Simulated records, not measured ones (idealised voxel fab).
You're looking at the process module voxel released beams.
Section cut is 245 nm wide and gridded with 5 nm square cells.
Cross-section layout: square cells on a grid; listed as bands, top to bottom; a band spans one or more cell rows. It is stipulated that each band's entry specify, in nanometres, the height of the top of the band and then that of its bottom, followed by the materials of the band in left-to-right sequence, each together with its width in nanometres. A single material marked by the word "everywhere" is understood to fill the band from edge to edge; the word "blank" is understood to denote empty space. Zero point of the height axis is 0; under it, received wafer = one material. Lowest band: continues down indefinitely, "from 0 down". When a width is written as two numbers, as in "30->40", the first number is the width in the top row of cells of the band and the second is the width in its bottom row, and the width changes by the same amount from each row to the next. When a step is marked "stayed the same", none of the cells in the cross-section changed during that step. Look at "Fully enclosed voids" for the closed voids: empty spaces with no open path to the top, sized 8 cells or up. Each is width x height at distance, distance from the left edge, all nm. The remark found on a step's line after its settings is issued by the simulator itself and pertains to that step. overlay nm: right-of-plan distance of the mask on a masked step; negative values mean left-of-plan.
### Intended process steps
1: RECEIVE | material Si
2: CONFORMAL_DEP | material Al2O3 | thk nm 5
3: DIRECTIONAL_DEP | material SiO2 | thk nm 10
4: PATTERN | tone open | mask id ANCHOR | material resist | width nm 25 | thk nm 20 | overlay nm -15
5: DIRECTIONAL_ETCH | etch materials SiO2 | depth nm 10
6: STRIP | etch materials resist
7: CONFORMAL_DEP | material SiN | thk nm 10
8: MASKED_ETCH | tone cover | mask id BEAM | width nm 105 | etch materials SiN | depth nm 10 | overlay nm 0
9: STRIP | etch materials SiO2
Heads up: all these wafers start the same, and what changes between them is the overlay nm in step 4. The value you see in the plan is just what the first wafer got.
### The first of several wafers, as received after step 1, seen in section
> from 0 down | Si everywhere
> Fully enclosed voids: none
### After the module's final step, step 9: the first of several wafers in cross-section
> from 25 to 15 | blank 70, SiN 100, blank 75
> from 15 to 5 | blank 55, SiN 25, blank 165
> from 5 to 0 | Al2O3 everywhere
> from 0 down | Si everywhere
> Fully enclosed voids: none
### End of module: cross-section, last of several wafers
> from 25 to 15 | blank 65, SiN 30, blank 5, SiN 70, blank 75
> from 15 to 5 | blank 85, SiN 25, blank 135
> from 5 to 0 | Al2O3 everywhere
> from 0 down | Si everywhere
> Fully enclosed voids: none
### What follows is a table in which each wafer occupies a row; for the wafer as it stands at the close of the module, the row states, material by material, how many cells have been gained (+) or lost (-) since receipt, and then gives its closed voids
overlay nm -15, +49 Al2O3, +50 SiN, Fully enclosed voids: none
overlay nm -10, +49 Al2O3, +50 SiN, Fully enclosed voids: none
overlay nm -5, +49 Al2O3, +50 SiN, Fully enclosed voids: none
overlay nm 0, +49 Al2O3, +50 SiN, Fully enclosed voids: none
overlay nm 5, +49 Al2O3, +50 SiN, Fully enclosed voids: none
overlay nm 10, +49 Al2O3, +50 SiN, Fully enclosed voids: none
overlay nm 15, +49 Al2O3, +50 SiN, Fully enclosed voids: none
